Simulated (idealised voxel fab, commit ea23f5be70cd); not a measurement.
Documented hereafter: the process module known as voxel lift off.
For reference, the cross-section in this document is cut, with width 295 nm and square cells of 5 nm.
Bands, listed from the top down, are how a cross-section gets written in this document; the cross-section itself is a grid of square cells, and a band is one or more rows of them.
Top, bottom (nm), then materials left to right with widths (nm); lone material tagged "all across" fills the whole band edge to edge; "empty" = empty space.
For the purposes of this specification, 0 denotes the height below which the wafer in its as-received condition is composed wholly of one material, and the lowermost band, lacking a lower limit, extends downward without end, as expressed in "0..down".
Think of "30..40" as a width that walks from the first number to the second as you go down the band, top row to bottom row, taking equal-sized steps from row to row.
What does "left unchanged" mean for a step? It means no cell of the cross-section changed in that step.
Closed empty spaces (no open way to the top) of 8 cells or more are what "Trapped voids" lists, each as width x height at distance from the left edge, nm for all three.
Formally, on a step line, whatever follows the settings is a remark that the simulator itself makes on the step.
overlay nm, on a step with a mask: how far to the right of its planned place the mask lay; to the left if negative
Plan
- 1: RECEIVE [material Si]
- 2: CONFORMAL_DEP [material Al2O3] [thk nm 5]
- 3: PATTERN [tone open] [mask id LINES] [material resist] [width nm 30] [pitch nm 50] [thk nm 30] [overlay nm 0]
- 4: DIRECTIONAL_DEP [material Ru] [thk nm 15]
- 5: STRIP [etch materials resist]
- 6: CONFORMAL_DEP [material SiCN] [thk nm 5]
Cross-section of the incoming wafer, state after step 1
* 0..down: Si all across
* Trapped voids: none
Cross-sectional result after module completion. Note: starting condition and plan are unchanged from above; one processing mistake was made
* 35..30: empty: 100 / SiCN: 40 / empty: 10 / SiCN: 40 / empty: 105
* 30..10: empty: 100 / SiCN: 5 / Ru: 30 / SiCN: 5 / empty: 10 / SiCN: 5 / Ru: 30 / SiCN: 5 / empty: 105
* 10..5: SiCN: 105 / Ru: 30 / SiCN: 20 / Ru: 30 / SiCN: 110
* 5..0: Al2O3 all across
* 0..down: Si all across
* Trapped voids: none
Error vs. plan: step 4 ran with different settings than intended, the actual operation and settings being DIRECTIONAL_DEP [material Ru] [thk nm 25]
